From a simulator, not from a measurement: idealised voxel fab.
The process module that follows is named voxel spacer lines.
The width of the displayed cross-section, cut, is 300 nm; its cells are square, with a size of 5 nm.
If you're reading a cross-section in this doc, picture square cells in a grid; it comes to you as bands, top ones listed first down to the bottom, and a band can be one or more rows of cells.
A band entry consists of two parts. The first gives the height of the band's top and the height of its bottom, in nm. The rest lists the band's materials from left to right, each with its width in nm. A single material labelled with the word "everywhere" fills the band from edge to edge, and the word "air" marks empty space.
Ref level 0: as-received wafer is one material below here. Bottom band extends down with no lower bound ("0..down").
Per-row width for "30 to 40": begins at first number (top row of band), ends at second number (bottom row), increment between rows held constant.
Where a step carries "no change occurred", the cross-section came out of it unchanged, cell for cell.
Enclosed voids (no open way to top), threshold 8 cells or more, entry "Closed void list", notation width x height at distance, distance from left edge, nm.
On a step's line, text after the settings is the simulator commenting on that step.
Among the settings permitted on a step's line is "overlay nm"; applied to a step with a mask, it specifies the extent to which the mask lay to the right of its planned position, whereas a negative figure signifies a position to the left.
# Steps planned for the process
1 op RECEIVE | material Si
2 op CONFORMAL_DEP | material Al2O3 | thk nm 5
3 op DIRECTIONAL_DEP | material W | thk nm 10
4 op DIRECTIONAL_DEP | material aC | thk nm 20
5 op PATTERN | tone cover | mask id MANDREL | material resist | width nm 15 | pitch nm 50 | thk nm 30 | overlay nm -15
6 op DIRECTIONAL_ETCH | etch materials aC | depth nm 20
7 op STRIP | etch materials resist
8 op CONFORMAL_DEP | material SiO2 | thk nm 10
9 op DIRECTIONAL_ETCH | etch materials SiO2 | depth nm 10
10 op STRIP | etch materials aC
11 op DIRECTIONAL_ETCH | etch materials W | depth nm 10
12 op STRIP | etch materials SiO2
13 op FILL_DEP | material SiO2 | thk nm 5
14 op CMP | height nm 15
Among the wafers covered here, the point of difference is the overlay nm at step 5; their starting state is shared, and the plan presents the value of the first wafer.
# Sectional view: first of several wafers, as received, after step 1
  0..down: Si everywhere
  Closed void list: none
# Per wafer (row), end of module: delta in cells per material since receipt, (+) for gained, (-) for lost; closed voids after that
overlay nm -15; +60 Al2O3; +96 SiO2; +24 W; Closed void list: none
overlay nm -10; +60 Al2O3; +96 SiO2; +24 W; Closed void list: none
overlay nm -5; +60 Al2O3; +96 SiO2; +24 W; Closed void list: none
overlay nm 0; +60 Al2O3; +96 SiO2; +24 W; Closed void list: none
overlay nm 5; +60 Al2O3; +96 SiO2; +24 W; Closed void list: none
overlay nm 10; +60 Al2O3; +96 SiO2; +24 W; Closed void list: none
overlay nm 15; +60 Al2O3; +96 SiO2; +24 W; Closed void list: none
